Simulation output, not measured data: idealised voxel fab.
Process module heading - voxel ribs on slabs
Pictured: cross-section cut, 190 nm wide, on a grid of 5 nm square cells.
Bands, listed from the top down, are how a cross-section gets written in this document; the cross-section itself is a grid of square cells, and a band is one or more rows of them. What a band's entry tells you: where the top is and where the bottom is, as heights in nm, and after that what lies inside, material by material from left to right, each with its width in nm. Empty space is written as the word "air", and a single material marked with the word "all across" occupies the band from edge to edge. It should be noted that heights are counted from 0, beneath which the wafer as supplied is of one material throughout, and that the lowest band possesses no lower boundary but continues downward, as written in "0 and below". A two-number width, for instance "30 to 40", indicates that the width is equal to the first number in the top row of the band and to the second number in the bottom row, and that it changes by a constant amount per row of cells. For the purposes of this document, the phrase "left unchanged" attached to a step denotes that no cell within the cross-section was modified by that step. The entry "Trapped cavities" lists the empty spaces that cover at least 8 cells and have no open path to the top. Each is written as width x height at distance, where the distance is measured from the left edge and all three values are in nm. What comes after the settings on a step's line is commentary from the simulator itself on that step. overlay nm: for a step with a mask, the amount by which the mask lay right of where it was planned; a negative amount means left of it.
# The steps planned for the process are as follows
1: RECEIVE (material Si)
2: DIRECTIONAL_DEP (material SiO2; thk nm 20)
3: DIRECTIONAL_DEP (material SiN; thk nm 15)
4: DIRECTIONAL_DEP (material aC; thk nm 10)
5: PATTERN (tone cover; mask id RIB; material resist; width nm 20; thk nm 25; overlay nm 0)
6: DIRECTIONAL_ETCH (etch materials aC; depth nm 10)
7: STRIP (etch materials resist)
8: DIRECTIONAL_ETCH (etch materials SiN; depth nm 10)
9: STRIP (etch materials aC)
10: MASKED_ETCH (tone cover; mask id SLAB; width nm 50; etch materials SiN; depth nm 5; overlay nm 0)
11: FILL_DEP (material SiO2; thk nm 20)
12: CMP (height nm 45)
13: DIRECTIONAL_DEP (material TiN; thk nm 5)
14: MASKED_ETCH (tone cover; mask id HEATER; width nm 30; etch materials TiN; depth nm 5; overlay nm 0)
15: CONFORMAL_DEP (material SiO2; thk nm 5)
# Wafer cross-section on receipt, i.e. after step 1
> 0 and below  Si all across
> Trapped cavities: none
# Looking at the first of two wafers in cross-section at end of module - ran to plan
> 55 down to 50  air (75) / SiO2 (40) / air (75)
> 50 down to 45  SiO2 (80) / TiN (30) / SiO2 (80)
> 45 down to 35  SiO2 all across
> 35 down to 25  SiO2 (85) / SiN (20) / SiO2 (85)
> 25 down to 20  SiO2 (70) / SiN (50) / SiO2 (70)
> 20 down to 0  SiO2 all across
> 0 and below  Si all across
> Trapped cavities: none
# Second wafer through the module, sectioned at the end: same beginning and same plan as the first wafer, with one mistake in carrying it out
> 55 down to 50  air (75) / SiO2 (40) / air (75)
> 50 down to 45  SiO2 (80) / TiN (30) / SiO2 (80)
> 45 down to 30  SiO2 all across
> 30 down to 25  SiO2 (85) / SiN (20) / SiO2 (85)
> 25 down to 20  SiN (70) / SiO2 (15) / SiN (20) / SiO2 (15) / SiN (70)
> 20 down to 0  SiO2 all across
> 0 and below  Si all across
> Trapped cavities: none
What was the processing mistake? step 10 off recipe, ran as MASKED_ETCH (tone open; mask id SLAB; width nm 50; etch materials SiN; depth nm 5; overlay nm 0)
Final wafer comparison in cells, second versus first, more or fewer per material: 18 more of SiN; 18 fewer of SiO2
